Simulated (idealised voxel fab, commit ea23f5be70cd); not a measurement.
Process module in this document: voxel gate over fins
The cross-section shown here is cut; it is 155 nm wide and divided into square cells measuring 5 nm on a side.
How to read a cross-section here: the picture is a grid of square cells, written as bands going from the top down, and any band can span one or more rows of cells.
A band entry consists of two parts. The first gives the height of the band's top and the height of its bottom, in nm. The rest lists the band's materials from left to right, each with its width in nm. A single material labelled with the word "throughout" fills the band from edge to edge, and the word "air" marks empty space.
Counting heights begins at 0, where everything beneath is, in the wafer as received, one material. The lowest band has no bottom; it goes on downwards, as "0 nm and below" shows.
The expression "30..40" gives the width at the extremes of the band, the first number at its top row of cells and the second at its bottom row, with the width changing by equal amounts from each row to the next in between.
The designation "changes: none", where it is given for a processing step, indicates that no cell of the cross-section was altered in the course of that step.
"Listed closed voids" - sealed voids, min. 8 cells, no opening to top; format: width x height at distance (distance from left edge; nm throughout).
Where a step's line continues beyond its settings, the continuation is a remark by the simulator itself on that step.
The "overlay nm" setting may appear on a step's line; for a step that uses a mask, it gives how far to the right of its planned position the mask lay, and a negative value indicates the left.

plan
1 RECEIVE [material Si]
2 CONFORMAL_DEP [material SiN] [thk nm 10]
3 MASKED_ETCH [tone cover] [mask id FINS] [width nm 15] [pitch nm 55] [etch materials SiN] [depth nm 10] [overlay nm 0]
4 MASKED_ETCH [tone cover] [mask id FINS] [width nm 15] [pitch nm 55] [etch materials Si] [depth nm 30] [overlay nm 0]
5 FILL_DEP [material SiO2] [thk nm 10]
6 CMP [height nm 10]
7 DIRECTIONAL_DEP [material aC] [thk nm 10]
8 PATTERN [tone open] [mask id RAIL] [material resist] [width nm 15] [thk nm 25] [overlay nm 0]
9 DIRECTIONAL_ETCH [etch materials aC] [depth nm 10]
10 STRIP [etch materials resist]
11 DIRECTIONAL_ETCH [etch materials SiO2] [depth nm 35]
12 STRIP [etch materials aC]
13 CONFORMAL_DEP [material TiN] [thk nm 5]
14 FILL_DEP [material W] [thk nm 5]
15 CMP [height nm 10]
16 SELECTIVE_ETCH [etch materials W Ru TiN] [depth nm 30]
17 FILL_DEP [material SiO2] [thk nm 5]
18 CMP [height nm 10]
19 SELECTIVE_ETCH [etch materials SiO2] [depth nm 25]
20 STRIP [etch materials SiN]
21 CONFORMAL_DEP [material HfO2] [thk nm 5]
22 CONFORMAL_DEP [material TiN] [thk nm 5]
23 FILL_DEP [material W] [thk nm 15]
24 CMP [height nm 20]
25 CONFORMAL_DEP [material SiCN] [thk nm 10]

On the first of the two wafers: run conducted according to plan

Incoming wafer, cross-sectional view, post step 1
    0 nm and below | Si throughout
    Listed closed voids: none

After step 2, in cross-section
    10 nm to 0 nm | SiN throughout
    Below 0, no change.

After step 3, in cross-section
    10 nm to 0 nm | air 40  SiN 15  air 40  SiN 15  air 45
    Below 0, no change.

After step 4, in cross-section
    10 nm to 0 nm | air 40  SiN 15  air 40  SiN 15  air 45
    0 nm to -30 nm | air 40  Si 15  air 40  Si 15  air 45
    Below -30, no change.

After step 5, in cross-section
    20 nm to 10 nm | SiO2 throughout
    10 nm to 0 nm | SiO2 40  SiN 15  SiO2 40  SiN 15  SiO2 45
    0 nm to -30 nm | SiO2 40  Si 15  SiO2 40  Si 15  SiO2 45
    Below -30, no change.

After step 6, in cross-section
    10 nm to 0 nm | SiO2 40  SiN 15  SiO2 40  SiN 15  SiO2 45
    Below 0, no change.

After step 7, in cross-section
    20 nm to 10 nm | aC throughout
    Below 10, no change.

After step 8, in cross-section
    45 nm to 20 nm | resist 65  air 15  resist 75
    Below 20, no change.

After step 9, in cross-section
    35 nm to 20 nm | resist 65  air 15  resist 75
    20 nm to 10 nm | aC 65  air 15  aC 75
    Below 10, no change.

After step 10, in cross-section
    20 nm to 10 nm | aC 65  air 15  aC 75
    Below 10, no change.

After step 11, in cross-section
    20 nm to 10 nm | aC 65  air 15  aC 75
    10 nm to 0 nm | SiO2 40  SiN 15  SiO2 10  air 15  SiO2 15  SiN 15  SiO2 45
    0 nm to -25 nm | SiO2 40  Si 15  SiO2 10  air 15  SiO2 15  Si 15  SiO2 45
    Below -25, no change.

After step 12, in cross-section
    10 nm to 0 nm | SiO2 40  SiN 15  SiO2 10  air 15  SiO2 15  SiN 15  SiO2 45
    Below 0, no change.

After step 13, in cross-section
    15 nm to 10 nm | TiN 70  air 5  TiN 80
    10 nm to 0 nm | SiO2 40  SiN 15  SiO2 10  TiN 5  air 5  TiN 5  SiO2 15  SiN 15  SiO2 45
    0 nm to -20 nm | SiO2 40  Si 15  SiO2 10  TiN 5  air 5  TiN 5  SiO2 15  Si 15  SiO2 45
    -20 nm to -25 nm | SiO2 40  Si 15  SiO2 10  TiN 15  SiO2 15  Si 15  SiO2 45
    Below -25, no change.

After step 14, in cross-section
    20 nm to 15 nm | W throughout
    15 nm to 10 nm | TiN 70  W 5  TiN 80
    10 nm to 0 nm | SiO2 40  SiN 15  SiO2 10  TiN 5  W 5  TiN 5  SiO2 15  SiN 15  SiO2 45
    0 nm to -20 nm | SiO2 40  Si 15  SiO2 10  TiN 5  W 5  TiN 5  SiO2 15  Si 15  SiO2 45
    Below -20, no change.

After step 15, in cross-section
    10 nm to 0 nm | SiO2 40  SiN 15  SiO2 10  TiN 5  W 5  TiN 5  SiO2 15  SiN 15  SiO2 45
    Below 0, no change.

After step 16, in cross-section
    10 nm to 0 nm | SiO2 40  SiN 15  SiO2 10  air 15  SiO2 15  SiN 15  SiO2 45
    0 nm to -20 nm | SiO2 40  Si 15  SiO2 10  air 15  SiO2 15  Si 15  SiO2 45
    Below -20, no change.

After step 17, in cross-section
    15 nm to 10 nm | SiO2 throughout
    10 nm to 0 nm | SiO2 40  SiN 15  SiO2 40  SiN 15  SiO2 45
    0 nm to -20 nm | SiO2 40  Si 15  SiO2 40  Si 15  SiO2 45
    Below -20, no change.

After step 18, in cross-section
    10 nm to 0 nm | SiO2 40  SiN 15  SiO2 40  SiN 15  SiO2 45
    Below 0, no change.

After step 19, in cross-section
    10 nm to 0 nm | air 40  SiN 15  air 40  SiN 15  air 45
    0 nm to -15 nm | air 40  Si 15  air 40  Si 15  air 45
    Below -15, no change.

After step 20, in cross-section
    0 nm to -15 nm | air 40  Si 15  air 40  Si 15  air 45
    Below -15, no change.

After step 21, in cross-section
    5 nm to 0 nm | air 35  HfO2 25  air 30  HfO2 25  air 40
    0 nm to -10 nm | air 35  HfO2 5  Si 15  HfO2 5  air 30  HfO2 5  Si 15  HfO2 5  air 40
    -10 nm to -15 nm | HfO2 40  Si 15  HfO2 40  Si 15  HfO2 45
    Below -15, no change.

After step 22, in cross-section
    10 nm to 5 nm | air 30  TiN 35  air 20  TiN 35  air 35
    5 nm to 0 nm | air 30  TiN 5  HfO2 25  TiN 5  air 20  TiN 5  HfO2 25  TiN 5  air 35
    0 nm to -5 nm | air 30  TiN 5  HfO2 5  Si 15  HfO2 5  TiN 5  air 20  TiN 5  HfO2 5  Si 15  HfO2 5  TiN 5  air 35
    -5 nm to -10 nm | TiN 35  HfO2 5  Si 15  HfO2 5  TiN 30  HfO2 5  Si 15  HfO2 5  TiN 40
    Below -10, no change.

After step 23, in cross-section
    25 nm to 10 nm | W throughout
    10 nm to 5 nm | W 30  TiN 35  W 20  TiN 35  W 35
    5 nm to 0 nm | W 30  TiN 5  HfO2 25  TiN 5  W 20  TiN 5  HfO2 25  TiN 5  W 35
    0 nm to -5 nm | W 30  TiN 5  HfO2 5  Si 15  HfO2 5  TiN 5  W 20  TiN 5  HfO2 5  Si 15  HfO2 5  TiN 5  W 35
    Below -5, no change.

After step 24, in cross-section
    20 nm to 10 nm | W throughout
    Below 10, no change.

After step 25, in cross-section
    30 nm to 20 nm | SiCN throughout
    Below 20, no change.

Okay, second wafer. Nothing different at the start, nothing different in the plan, just one mistake somewhere in the running. As far as step 7, counting that step, it's the first wafer all over again

Cross-section of the second wafer when, according to plan, step 8 should have finished
    45 nm to 20 nm | air 65  resist 15  air 75
    Below 20, no change.

Cross-section of the second wafer when, according to plan, step 9 should have finished
    35 nm to 20 nm | air 65  resist 15  air 75
    20 nm to 10 nm | air 65  aC 15  air 75
    Below 10, no change.

Cross-section of the second wafer when, according to plan, step 10 should have finished
    20 nm to 10 nm | air 65  aC 15  air 75
    Below 10, no change.

Cross-section of the second wafer when, according to plan, step 11 should have finished
    20 nm to 10 nm | air 65  aC 15  air 75
    10 nm to 0 nm | air 40  SiN 15  air 10  SiO2 15  air 15  SiN 15  air 45
    0 nm to -25 nm | air 40  Si 15  air 10  SiO2 15  air 15  Si 15  air 45
    Below -25, no change.

Cross-section of the second wafer when, according to plan, step 12 should have finished
    10 nm to 0 nm | air 40  SiN 15  air 10  SiO2 15  air 15  SiN 15  air 45
    Below 0, no change.

Cross-section of the second wafer when, according to plan, step 13 should have finished
    15 nm to 10 nm | air 35  TiN 50  air 5  TiN 25  air 40
    10 nm to 0 nm | air 35  TiN 5  SiN 15  TiN 10  SiO2 15  TiN 5  air 5  TiN 5  SiN 15  TiN 5  air 40
    0 nm to -20 nm | air 35  TiN 5  Si 15  TiN 10  SiO2 15  TiN 5  air 5  TiN 5  Si 15  TiN 5  air 40
    -20 nm to -25 nm | TiN 40  Si 15  TiN 10  SiO2 15  TiN 15  Si 15  TiN 45
    Below -25, no change.

Cross-section of the second wafer when, according to plan, step 14 should have finished
    20 nm to 15 nm | W throughout
    15 nm to 10 nm | W 35  TiN 50  W 5  TiN 25  W 40
    10 nm to 0 nm | W 35  TiN 5  SiN 15  TiN 10  SiO2 15  TiN 5  W 5  TiN 5  SiN 15  TiN 5  W 40
    0 nm to -20 nm | W 35  TiN 5  Si 15  TiN 10  SiO2 15  TiN 5  W 5  TiN 5  Si 15  TiN 5  W 40
    Below -20, no change.

Cross-section of the second wafer when, according to plan, step 15 should have finished
    10 nm to 0 nm | W 35  TiN 5  SiN 15  TiN 10  SiO2 15  TiN 5  W 5  TiN 5  SiN 15  TiN 5  W 40
    Below 0, no change.

Cross-section of the second wafer when, according to plan, step 16 should have finished
    10 nm to 0 nm | air 40  SiN 15  air 10  SiO2 15  air 15  SiN 15  air 45
    0 nm to -20 nm | air 40  Si 15  air 10  SiO2 15  air 15  Si 15  air 45
    Below -20, no change.

Cross-section of the second wafer when, according to plan, step 17 should have finished
    15 nm to 10 nm | SiO2 throughout
    10 nm to 0 nm | SiO2 40  SiN 15  SiO2 40  SiN 15  SiO2 45
    0 nm to -20 nm | SiO2 40  Si 15  SiO2 40  Si 15  SiO2 45
    Below -20, no change.

Cross-section of the second wafer when, according to plan, step 18 should have finished
    10 nm to 0 nm | SiO2 40  SiN 15  SiO2 40  SiN 15  SiO2 45
    Below 0, no change.

Cross-section of the second wafer when, according to plan, step 19 should have finished
    10 nm to 0 nm | air 40  SiN 15  air 40  SiN 15  air 45
    0 nm to -15 nm | air 40  Si 15  air 40  Si 15  air 45
    Below -15, no change.

Cross-section of the second wafer when, according to plan, step 20 should have finished
    0 nm to -15 nm | air 40  Si 15  air 40  Si 15  air 45
    Below -15, no change.

Cross-section of the second wafer when, according to plan, step 21 should have finished
    5 nm to 0 nm | air 35  HfO2 25  air 30  HfO2 25  air 40
    0 nm to -10 nm | air 35  HfO2 5  Si 15  HfO2 5  air 30  HfO2 5  Si 15  HfO2 5  air 40
    -10 nm to -15 nm | HfO2 40  Si 15  HfO2 40  Si 15  HfO2 45
    Below -15, no change.

Cross-section of the second wafer when, according to plan, step 22 should have finished
    10 nm to 5 nm | air 30  TiN 35  air 20  TiN 35  air 35
    5 nm to 0 nm | air 30  TiN 5  HfO2 25  TiN 5  air 20  TiN 5  HfO2 25  TiN 5  air 35
    0 nm to -5 nm | air 30  TiN 5  HfO2 5  Si 15  HfO2 5  TiN 5  air 20  TiN 5  HfO2 5  Si 15  HfO2 5  TiN 5  air 35
    -5 nm to -10 nm | TiN 35  HfO2 5  Si 15  HfO2 5  TiN 30  HfO2 5  Si 15  HfO2 5  TiN 40
    Below -10, no change.

Cross-section of the second wafer when, according to plan, step 23 should have finished
    25 nm to 10 nm | W throughout
    10 nm to 5 nm | W 30  TiN 35  W 20  TiN 35  W 35
    5 nm to 0 nm | W 30  TiN 5  HfO2 25  TiN 5  W 20  TiN 5  HfO2 25  TiN 5  W 35
    0 nm to -5 nm | W 30  TiN 5  HfO2 5  Si 15  HfO2 5  TiN 5  W 20  TiN 5  HfO2 5  Si 15  HfO2 5  TiN 5  W 35
    Below -5, no change.

Cross-section of the second wafer when, according to plan, step 24 should have finished
    20 nm to 10 nm | W throughout
    Below 10, no change.

Cross-section of the second wafer when, according to plan, step 25 should have finished
    30 nm to 20 nm | SiCN throughout
    Below 20, no change.
Where did the run depart from the plan? step 8 changed vs plan, executed as PATTERN [tone cover] [mask id RAIL] [material resist] [width nm 15] [thk nm 25] [overlay nm 0]
FYI, end of process, the second wafer has more or fewer cells of some materials than the first: -19 SiO2 | +19 TiN
